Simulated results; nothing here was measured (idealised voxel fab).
process module | voxel lift off
Section cut is 275 nm wide and gridded with 5 nm square cells.
Notation: cross-section as square-cell grid; stated in bands, top first, going down; one or more cell rows per band. For a band, the entry starts with two heights in nm, that of the top and then that of the bottom, and carries on with the band's materials in order from left to right, each alongside its width in nm; the word "throughout" beside a single material means it fills the band edge to edge, and "blank" means empty space. Heads up on the height convention: 0 is the point under which the incoming wafer is all one material, and the lowest band has no bottom, it just keeps going down, like "from 0 down". Width "30 to 40": first value at the band's top row of cells, second value at its bottom row, equal change from row to row. Step note "identical to before" = no cross-section cell changed. Reported under the label "Fully closed voids" are the empty spaces having no open way to the top and comprising 8 cells or more; the notation for each is width x height at distance, in which the distance is measured from the left edge and all three values are in nm. Anything after a step's settings on that line? It's the simulator's own note about the step. Each step line may optionally specify "overlay nm", which for a step with a mask gives the rightward distance between the mask's planned place and where it lay, a negative value indicating the leftward direction.
Set out below are the planned steps of the process:
- 1: RECEIVE | material Si
- 2: CONFORMAL_DEP | material Al2O3 | thk nm 15
- 3: PATTERN | tone open | mask id LINES | material resist | width nm 30 | pitch nm 45 | thk nm 25 | overlay nm 0
- 4: DIRECTIONAL_DEP | material Ru | thk nm 10
- 5: STRIP | etch materials resist
- 6: CONFORMAL_DEP | material SiN | thk nm 10
Cross-section, incoming material, after step 1:
- from 0 down = Si throughout
- Fully closed voids: none
The following cross-section depicts the wafer upon conclusion of the module. Processing commenced from the starting condition illustrated above and adhered to the plan illustrated above, save for one mistake in execution:
- from 35 to 25 = blank: 65, SiN: 140, blank: 70
- from 25 to 15 = SiN: 75, Ru: 30, SiN: 15, Ru: 30, SiN: 15, Ru: 30, SiN: 80
- from 15 to 0 = Ru throughout
- from 0 down = Si throughout
- Fully closed voids: none
Processing error: step 2 ran with different settings than intended, the actual operation and settings being CONFORMAL_DEP | material Ru | thk nm 15
